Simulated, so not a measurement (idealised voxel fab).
process module | voxel tone inversion
cross-section cut | 230 nm wide | cells 5 nm
A cross-section is a grid of square cells, given in bands from the top down. A band is one or more rows of cells.
Each band's line starts with the height of the band's top and of its bottom, in nm. Then come its materials from left to right, each with its width in nm. One material with "throughout" fills the band from edge to edge. "air" is empty space.
Height 0 is the level under which the wafer as received is all one material. The lowest band goes on downwards, as in "0 down".
A width such as "30 to 40" changes by the same amount from each row of cells to the next, from the band's top row to its bottom row.
"no change" after a step means that no cell of the cross-section changed.
closed voids: empty space of 8 cells or more with no open way to the top, each as width x height at its distance from the left edge, in nm
after a step's settings: what the simulator itself notes on the step
overlay nm, on a step with a mask: how far to the right of its planned place the mask lay; to the left if negative
plan
1 op RECEIVE | material Si
2 op CONFORMAL_DEP | material SiCN | thk nm 10
3 op DIRECTIONAL_DEP | material aC | thk nm 25
4 op PATTERN | tone cover | mask id POSTS | material resist | width nm 20 | pitch nm 35 | thk nm 30 | overlay nm 0
5 op DIRECTIONAL_ETCH | etch materials aC | depth nm 25
6 op STRIP | etch materials resist
7 op FILL_DEP | material SiO2 | thk nm 10
8 op CMP | height nm 35
9 op STRIP | etch materials aC
first wafer, as planned
as received, after step 1
  0 down: Si throughout
  closed voids: none
after step 2
  10 to 0: SiCN throughout
  below 0: unchanged
after step 3
  35 to 10: aC throughout
  below 10: unchanged
after step 4
  65 to 35: air 70 | resist 20 | air 15 | resist 20 | air 15 | resist 20 | air 70
  below 35: unchanged
after step 5
  40 to 35: air 70 | resist 20 | air 15 | resist 20 | air 15 | resist 20 | air 70
  35 to 10: air 70 | aC 20 | air 15 | aC 20 | air 15 | aC 20 | air 70
  below 10: unchanged
after step 6
  35 to 10: air 70 | aC 20 | air 15 | aC 20 | air 15 | aC 20 | air 70
  below 10: unchanged
after step 7
  45 to 35: SiO2 throughout
  35 to 10: SiO2 70 | aC 20 | SiO2 15 | aC 20 | SiO2 15 | aC 20 | SiO2 70
  below 10: unchanged
after step 8
  35 to 10: SiO2 70 | aC 20 | SiO2 15 | aC 20 | SiO2 15 | aC 20 | SiO2 70
  below 10: unchanged
after step 9
  35 to 10: SiO2 70 | air 20 | SiO2 15 | air 20 | SiO2 15 | air 20 | SiO2 70
  below 10: unchanged
second wafer: like start, like plan, one mistake. Through step 1 it matches the first wafer
when step 2 should have ended: no change
when step 3 should have ended
  25 to 0: aC throughout
  below 0: unchanged
when step 4 should have ended
  55 to 25: air 70 | resist 20 | air 15 | resist 20 | air 15 | resist 20 | air 70
  below 25: unchanged
when step 5 should have ended
  30 to 25: air 70 | resist 20 | air 15 | resist 20 | air 15 | resist 20 | air 70
  25 to 0: air 70 | aC 20 | air 15 | aC 20 | air 15 | aC 20 | air 70
  below 0: unchanged
when step 6 should have ended
  25 to 0: air 70 | aC 20 | air 15 | aC 20 | air 15 | aC 20 | air 70
  below 0: unchanged
when step 7 should have ended
  35 to 25: SiO2 throughout
  25 to 0: SiO2 70 | aC 20 | SiO2 15 | aC 20 | SiO2 15 | aC 20 | SiO2 70
  below 0: unchanged
when step 8 should have ended: no change
when step 9 should have ended: no change
what went wrong: step 2 was left out
at the end the second wafer has, in cells: 92 fewer of SiCN | 92 more of SiO2 | 60 more of aC
